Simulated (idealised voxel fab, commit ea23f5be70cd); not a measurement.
The process module presented herein is designated voxel spacer lines.
Cross-section cut: width 225 nm, square cells of 5 nm.
Cross-section layout: square cells on a grid; listed as bands, top to bottom; a band spans one or more cell rows. The band entry comprises the height of the band's top followed by the height of its bottom, expressed in nm, and subsequently the band's materials from left to right, each stated together with its width in nm. Where a single material is marked with the word "all across", that material fills the band from edge to edge. The word "air" represents empty space. Ref level 0: as-received wafer is one material below here. Bottom band extends down with no lower bound ("0 and below"). With a width like "30 to 40", each row of cells in the band differs from the next by the same amount, the top row carrying the first number and the bottom row the second. "remained the same" -> step changed no cross-section cell. The entry titled "Fully sealed cavities" provides the empty spaces that have no open way to the top, restricted to those of 8 cells or more. Each is presented as width x height at distance, the distance being measured from the left edge, with all three in nm. Step line, after settings: the simulator's comment on this step. When a step includes a mask, the "overlay nm" setting on its line states how far to the right of its planned place that mask lay, and negative values state how far to the left.

The steps planned for the process are as follows
1: op RECEIVE | material Si
2: op CONFORMAL_DEP | material Al2O3 | thk nm 5
3: op DIRECTIONAL_DEP | material polySi | thk nm 20
4: op DIRECTIONAL_DEP | material aC | thk nm 20
5: op PATTERN | tone cover | mask id MANDREL | material resist | width nm 20 | pitch nm 70 | thk nm 25 | overlay nm 0
6: op DIRECTIONAL_ETCH | etch materials aC | depth nm 20
7: op STRIP | etch materials resist
8: op CONFORMAL_DEP | material SiN | thk nm 15
9: op DIRECTIONAL_ETCH | etch materials SiN | depth nm 15
10: op STRIP | etch materials aC
11: op DIRECTIONAL_ETCH | etch materials polySi | depth nm 20
12: op STRIP | etch materials SiN

Cross-section of the wafer at receipt, which is the condition after step 1
0 and below  Si all across
Fully sealed cavities: none

Run as planned - first of the two wafers cross-sectioned at the end of the module
25 down to 5  15 of air | 15 of polySi | 20 of air | 15 of polySi | 20 of air | 15 of polySi | 20 of air | 15 of polySi | 20 of air | 15 of polySi | 20 of air | 15 of polySi | 20 of air
5 down to 0  Al2O3 all across
0 and below  Si all across
Fully sealed cavities: none

So this is wafer number two of the two, cut at the end of the module - it started where the first did and had the same plan, we just got one thing wrong running it
25 down to 5  aC all across
5 down to 0  Al2O3 all across
0 and below  Si all across
Fully sealed cavities: none
Against the plan, the run slipped here: transposition of steps 3 and 4 relative to the planned sequence
Cell-count delta at end, second wafer over first, by material: aC +180; polySi -72
